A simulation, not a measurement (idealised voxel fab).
The document below concerns the process module designated voxel ribs on slabs.
Cross-section cut: width 160 nm, square cells of 5 nm.
Just so we're on the same page, the cross-sections are grids of square cells, and they're listed out in bands top to bottom, each band one or more rows deep. In this notation a band is specified by the heights of its top and bottom, in that order and in nm, after which its materials appear from left to right, each paired with its width in nm. The word "edge to edge" attached to a single material means that material fills the band from edge to edge; the word "blank" stands for empty space. Beneath 0, the wafer as received is one material, and that level is where height counting begins. The lowest band goes on downward without a bottom; it is written like "top 0, no bottom". A two-number width, for instance "30->40", indicates that the width is equal to the first number in the top row of the band and to the second number in the bottom row, and that it changes by a constant amount per row of cells. Take "remained the same" at face value: in the step it is given for, the cross-section changed in none of its cells. "Closed cavities" enumerates empty spaces isolated from the top, with no open way to it, that contain at least 8 cells, giving each as width x height at distance from the left edge, all three in nm. Heads up: the bit after the settings on a step's line is the simulator's remark on that step. overlay nm: where the mask lay relative to plan, measured to the right, on steps with a mask; negatives go left.
Planned process steps
1. RECEIVE,material Si
2. DIRECTIONAL_DEP,material SiO2,thk nm 20
3. DIRECTIONAL_DEP,material polySi,thk nm 25
4. DIRECTIONAL_DEP,material aC,thk nm 10
5. PATTERN,tone cover,mask id RIB,material resist,width nm 30,thk nm 25,overlay nm 0
6. DIRECTIONAL_ETCH,etch materials aC,depth nm 10
7. STRIP,etch materials resist
8. DIRECTIONAL_ETCH,etch materials polySi,depth nm 5
9. STRIP,etch materials aC
10. DIRECTIONAL_DEP,material aC,thk nm 15
11. PATTERN,tone cover,mask id SLAB,material resist,width nm 80,thk nm 35,overlay nm 0
12. DIRECTIONAL_ETCH,etch materials aC,depth nm 15
13. STRIP,etch materials resist
14. DIRECTIONAL_ETCH,etch materials polySi,depth nm 20
15. STRIP,etch materials aC
16. FILL_DEP,material SiO2,thk nm 20
17. CMP,height nm 60
18. DIRECTIONAL_DEP,material W,thk nm 10
19. DIRECTIONAL_DEP,material aC,thk nm 15
20. PATTERN,tone cover,mask id HEATER,material resist,width nm 40,thk nm 30,overlay nm 0
21. DIRECTIONAL_ETCH,etch materials aC,depth nm 15
22. STRIP,etch materials resist
23. DIRECTIONAL_ETCH,etch materials W,depth nm 10
24. STRIP,etch materials aC
25. CONFORMAL_DEP,material SiO2,thk nm 10
As-received state of the wafer in cross-section, equivalent to post-step 1
  top 0, no bottom | Si edge to edge
  Closed cavities: none
Run as planned - first of the two wafers cross-sectioned at the end of the module
  top 80, bottom 70 | 50 of blank | 60 of SiO2 | 50 of blank
  top 70, bottom 60 | 60 of SiO2 | 40 of W | 60 of SiO2
  top 60, bottom 45 | SiO2 edge to edge
  top 45, bottom 40 | 65 of SiO2 | 30 of polySi | 65 of SiO2
  top 40, bottom 20 | 40 of SiO2 | 80 of polySi | 40 of SiO2
  top 20, bottom 0 | SiO2 edge to edge
  top 0, no bottom | Si edge to edge
  Closed cavities: none
Cross-sectional image of the second wafer of the two following completion of the module. Starting state and process plan were the same as for the first wafer; one execution error occurred
  top 70, bottom 60 | 60 of blank | 40 of W | 60 of blank
  top 60, bottom 45 | SiO2 edge to edge
  top 45, bottom 40 | 65 of SiO2 | 30 of polySi | 65 of SiO2
  top 40, bottom 20 | 40 of SiO2 | 80 of polySi | 40 of SiO2
  top 20, bottom 0 | SiO2 edge to edge
  top 0, no bottom | Si edge to edge
  Closed cavities: none
What was done differently from what was planned? step 25 of the plan: omitted, not performed
Upon completion, the second wafer contains, in terms of cells, a greater or smaller amount of certain materials than the first wafer: SiO2 -72
